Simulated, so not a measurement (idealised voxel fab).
Process module name: voxel capacitor over wiring
Shown is cross-section cut, with a width of 170 nm and square cells of size 5 nm.
Each cross-section below is a grid of square cells, stated as bands in top-down order, with one or more rows of cells making up each band. Band: top and bottom heights (nm) first, top before bottom; then materials from left to right, widths in nm. "full width" marks a sole material filling the band edge to edge. "empty" denotes empty space. Height is counted from the level 0, under which the received wafer is composed throughout of one material. The lowest of the bands is not closed at the bottom but continues downward, in the notation "0 down". Width spec "30..40" -> top row of cells at first value, bottom row at second value, equal per-row change in between. Basically "nothing altered" means that step didn't change any cell in the cross-section. This entry, "Entrapped void list", enumerates those empty regions of no fewer than 8 cells that possess no open connection to the top. Each region is reported in the form width x height at distance, the distance being taken from the left edge, with all three quantities expressed in nm. Anything after a step's settings on that line? It's the simulator's own note about the step. On any step carrying a mask, the "overlay nm" setting, if present on the step's line, tells how far right of its planned place the mask lay; negative values point to the left.
## Below is the list of planned process steps
step 1: RECEIVE: material Si
step 2: CONFORMAL_DEP: material SiO2, thk nm 10
step 3: DIRECTIONAL_DEP: material TiN, thk nm 5
step 4: DIRECTIONAL_DEP: material Ru, thk nm 15
step 5: PATTERN: tone cover, mask id METAL_1, material resist, width nm 25, pitch nm 85, thk nm 15, overlay nm 0
step 6: DIRECTIONAL_ETCH: etch materials Ru, depth nm 15
step 7: DIRECTIONAL_ETCH: etch materials TiN, depth nm 5
step 8: STRIP: etch materials resist
step 9: FILL_DEP: material lowk, thk nm 10
step 10: CMP: height nm 30
step 11: CONFORMAL_DEP: material SiCN, thk nm 5
step 12: DIRECTIONAL_DEP: material lowk, thk nm 10
step 13: PATTERN: tone open, mask id PLUG_1, material resist, width nm 15, thk nm 15, overlay nm 0
step 14: DIRECTIONAL_ETCH: etch materials lowk, depth nm 10
step 15: DIRECTIONAL_ETCH: etch materials SiCN, depth nm 5
step 16: STRIP: etch materials resist
step 17: EPI: material Ru, thk nm 10
step 18: EPI: material Ru, thk nm 5
step 19: DIRECTIONAL_DEP: material TiN, thk nm 10
step 20: DIRECTIONAL_DEP: material Al2O3, thk nm 5
step 21: DIRECTIONAL_DEP: material TiN, thk nm 5
step 22: MASKED_ETCH: tone cover, mask id UPPER_PLATE, width nm 65, etch materials TiN, depth nm 5, overlay nm 0
step 23: MASKED_ETCH: tone cover, mask id UPPER_PLATE, width nm 65, etch materials Al2O3, depth nm 5, overlay nm 0
step 24: DIRECTIONAL_DEP: material aC, thk nm 15
step 25: PATTERN: tone cover, mask id LOWER_PLATE, material resist, width nm 75, thk nm 35, overlay nm 0
step 26: DIRECTIONAL_ETCH: etch materials aC, depth nm 15
step 27: STRIP: etch materials resist
step 28: DIRECTIONAL_ETCH: etch materials TiN, depth nm 10
step 29: STRIP: etch materials aC
step 30: FILL_DEP: material SiO2, thk nm 20
step 31: CMP: height nm 80
step 32: DIRECTIONAL_DEP: material aC, thk nm 15
step 33: PATTERN: tone open, mask id PLUG_2, material resist, width nm 15, thk nm 30, overlay nm 0
step 34: DIRECTIONAL_ETCH: etch materials aC, depth nm 15
step 35: STRIP: etch materials resist
step 36: DIRECTIONAL_ETCH: etch materials SiO2, depth nm 15
step 37: STRIP: etch materials aC
step 38: CONFORMAL_DEP: material TiN, thk nm 5
step 39: FILL_DEP: material Cu, thk nm 5
step 40: CMP: height nm 80
step 41: CONFORMAL_DEP: material SiN, thk nm 5
## Cross-sectional view of the wafer in its as-received condition, corresponding to the state after step 1
  0 down: Si full width
  Entrapped void list: none
## As-planned run: cross-section of the first of two wafers at end of module
  85 to 80: SiN full width
  80 to 70: SiO2 50 nm, TiN 5 nm, Cu 5 nm, TiN 5 nm, SiO2 105 nm
  70 to 60: SiO2 50..40 nm, TiN 15..65 nm, SiO2 105..65 nm
  60 to 55: SiO2 40 nm, Al2O3 65 nm, SiO2 65 nm
  55 to 45: SiO2 35 nm, TiN 75 nm, SiO2 60 nm
  45 to 35: lowk 40 nm, Ru 15 nm, lowk 115 nm
  35 to 30: SiCN 40 nm, Ru 15 nm, SiCN 115 nm
  30 to 15: lowk 30 nm, Ru 25 nm, lowk 60 nm, Ru 25 nm, lowk 30 nm
  15 to 10: lowk 30 nm, TiN 25 nm, lowk 60 nm, TiN 25 nm, lowk 30 nm
  10 to 0: SiO2 full width
  0 down: Si full width
  Entrapped void list: none
## Second wafer of the two, sectioned at the end of the module. It began like the first and followed the same plan, but one mistake was made while running it
  85 to 80: SiN full width
  80 to 70: SiO2 50 nm, TiN 5 nm, Cu 5 nm, TiN 5 nm, SiO2 105 nm
  70 to 60: SiO2 50..40 nm, TiN 15..65 nm, SiO2 105..65 nm
  60 to 55: SiN full width
  55 to 45: TiN full width
  45 to 35: lowk 40 nm, Ru 15 nm, lowk 115 nm
  35 to 30: SiCN 40 nm, Ru 15 nm, SiCN 115 nm
  30 to 15: lowk 30 nm, Ru 25 nm, lowk 60 nm, Ru 25 nm, lowk 30 nm
  15 to 10: lowk 30 nm, TiN 25 nm, lowk 60 nm, TiN 25 nm, lowk 30 nm
  10 to 0: SiO2 full width
  0 down: Si full width
  Entrapped void list: none
Deviation from plan: note that step 20 departed from the planned setting and was carried out as DIRECTIONAL_DEP: material SiN, thk nm 5
Final difference in cells, second wafer against first, listed per material as more or fewer: 13 fewer of Al2O3, 34 more of SiN, 59 fewer of SiO2, 38 more of TiN
